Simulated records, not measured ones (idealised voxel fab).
Documented hereafter: the process module known as voxel capacitor over wiring.
Xsec cut, 300 nm wide, square cell size 5 nm.
Throughout this document, each cross-section is represented as a grid of square cells and is presented as a sequence of bands enumerated from the top downward, where a band comprises one or more rows of cells.
Top, bottom (nm), then materials left to right with widths (nm); lone material tagged "edge to edge" fills the whole band edge to edge; "air" = empty space.
Note: height 0 marks the level under which the wafer is uniformly one material as received. Lowest band unbounded below, written "top 0, no bottom".
With a width like "30->40", each row of cells in the band differs from the next by the same amount, the top row carrying the first number and the bottom row the second.
Where the words "identical to before" appear for a step, the cross-section shows no cell changed by that step; every cell remained as before.
"Cavities, sealed" enumerates empty spaces isolated from the top, with no open way to it, that contain at least 8 cells, giving each as width x height at distance from the left edge, all three in nm.
On a step's line, text after the settings is the simulator commenting on that step.
overlay nm, on a step with a mask: how far to the right of its planned place the mask lay; to the left if negative
### plan
| 1 | RECEIVE (material Si) |
| 2 | CONFORMAL_DEP (material SiO2; thk nm 10) |
| 3 | DIRECTIONAL_DEP (material TiN; thk nm 5) |
| 4 | DIRECTIONAL_DEP (material W; thk nm 20) |
| 5 | DIRECTIONAL_DEP (material aC; thk nm 10) |
| 6 | PATTERN (tone cover; mask id METAL_1; material resist; width nm 20; pitch nm 85; thk nm 30; overlay nm 0) |
| 7 | DIRECTIONAL_ETCH (etch materials aC; depth nm 10) |
| 8 | STRIP (etch materials resist) |
| 9 | DIRECTIONAL_ETCH (etch materials W; depth nm 20) |
| 10 | DIRECTIONAL_ETCH (etch materials TiN; depth nm 5) |
| 11 | STRIP (etch materials aC) |
| 12 | CONFORMAL_DEP (material SiN; thk nm 5) |
| 13 | FILL_DEP (material lowk; thk nm 10) |
| 14 | CMP (height nm 35) |
| 15 | CONFORMAL_DEP (material SiCN; thk nm 5) |
| 16 | DIRECTIONAL_DEP (material SiO2; thk nm 20) |
| 17 | MASKED_ETCH (tone open; mask id PLUG_1; width nm 15; etch materials SiO2; depth nm 20; overlay nm 0) |
| 18 | MASKED_ETCH (tone open; mask id PLUG_1; width nm 15; etch materials SiCN; depth nm 5; overlay nm 0) |
| 19 | CONFORMAL_DEP (material TiN; thk nm 5) |
| 20 | FILL_DEP (material Cu; thk nm 5) |
| 21 | CMP (height nm 60) |
| 22 | DIRECTIONAL_DEP (material TiN; thk nm 5) |
| 23 | DIRECTIONAL_DEP (material Al2O3; thk nm 5) |
| 24 | DIRECTIONAL_DEP (material TiN; thk nm 10) |
| 25 | DIRECTIONAL_DEP (material aC; thk nm 15) |
| 26 | PATTERN (tone cover; mask id UPPER_PLATE; material resist; width nm 70; thk nm 35; overlay nm 0) |
| 27 | DIRECTIONAL_ETCH (etch materials aC; depth nm 15) |
| 28 | STRIP (etch materials resist) |
| 29 | DIRECTIONAL_ETCH (etch materials TiN; depth nm 10) |
| 30 | DIRECTIONAL_ETCH (etch materials Al2O3; depth nm 5) |
| 31 | STRIP (etch materials aC) |
| 32 | DIRECTIONAL_DEP (material aC; thk nm 10) |
| 33 | PATTERN (tone cover; mask id LOWER_PLATE; material resist; width nm 80; thk nm 30; overlay nm 0) |
| 34 | DIRECTIONAL_ETCH (etch materials aC; depth nm 10) |
| 35 | STRIP (etch materials resist) |
| 36 | DIRECTIONAL_ETCH (etch materials TiN; depth nm 5) |
| 37 | STRIP (etch materials aC) |
| 38 | FILL_DEP (material SiO2; thk nm 15) |
| 39 | CMP (height nm 90) |
| 40 | PATTERN (tone open; mask id PLUG_2; material resist; width nm 15; thk nm 20; overlay nm 0) |
| 41 | DIRECTIONAL_ETCH (etch materials SiO2; depth nm 10) |
| 42 | STRIP (etch materials resist) |
| 43 | CONFORMAL_DEP (material TiN; thk nm 5) |
| 44 | FILL_DEP (material Ru; thk nm 5) |
| 45 | CMP (height nm 90) |
| 46 | CONFORMAL_DEP (material SiN; thk nm 5) |
### Step 1 complete: cross-section of the wafer as received
  top 0, no bottom: Si edge to edge
  Cavities, sealed: none
### End-of-module XS, first of two wafers, run as planned
  top 95, bottom 90: SiN edge to edge
  top 90, bottom 85: 110 SiO2  5 TiN  5 Ru  5 TiN  175 SiO2
  top 85, bottom 80: 110 SiO2  15 TiN  175 SiO2
  top 80, bottom 70: 100 SiO2  70 TiN  130 SiO2
  top 70, bottom 65: 100 SiO2  70 Al2O3  130 SiO2
  top 65, bottom 60: 95 SiO2  80 TiN  125 SiO2
  top 60, bottom 40: 100 SiO2  5 TiN  5 Cu  5 TiN  185 SiO2
  top 40, bottom 35: 100 SiCN  15 TiN  185 SiCN
  top 35, bottom 15: 90 lowk  5 SiN  20 W  5 SiN  55 lowk  5 SiN  20 W  5 SiN  95 lowk
  top 15, bottom 10: 95 SiN  20 TiN  65 SiN  20 TiN  100 SiN
  top 10, bottom 0: SiO2 edge to edge
  top 0, no bottom: Si edge to edge
  Cavities, sealed: none
### Wafer two cross-section, module end. Start and plan unchanged from wafer one; one mistake made during the run
  top 95, bottom 90: SiN edge to edge
  top 90, bottom 85: 105 Ru  5 TiN  15 SiO2  5 TiN  170 Ru
  top 85, bottom 80: 110 TiN  15 SiO2  175 TiN
  top 80, bottom 70: 100 SiO2  70 TiN  130 SiO2
  top 70, bottom 65: 100 SiO2  70 Al2O3  130 SiO2
  top 65, bottom 60: 95 SiO2  80 TiN  125 SiO2
  top 60, bottom 40: 100 SiO2  5 TiN  5 Cu  5 TiN  185 SiO2
  top 40, bottom 35: 100 SiCN  15 TiN  185 SiCN
  top 35, bottom 15: 90 lowk  5 SiN  20 W  5 SiN  55 lowk  5 SiN  20 W  5 SiN  95 lowk
  top 15, bottom 10: 95 SiN  20 TiN  65 SiN  20 TiN  100 SiN
  top 10, bottom 0: SiO2 edge to edge
  top 0, no bottom: Si edge to edge
  Cavities, sealed: none
What broke from the plan during processing? the process deviated at step 40: the operation and settings actually run there were PATTERN (tone cover; mask id PLUG_2; material resist; width nm 15; thk nm 20; overlay nm 0)
Final difference in cells, second wafer against first, listed per material as more or fewer: Ru +54; SiO2 -108; TiN +54
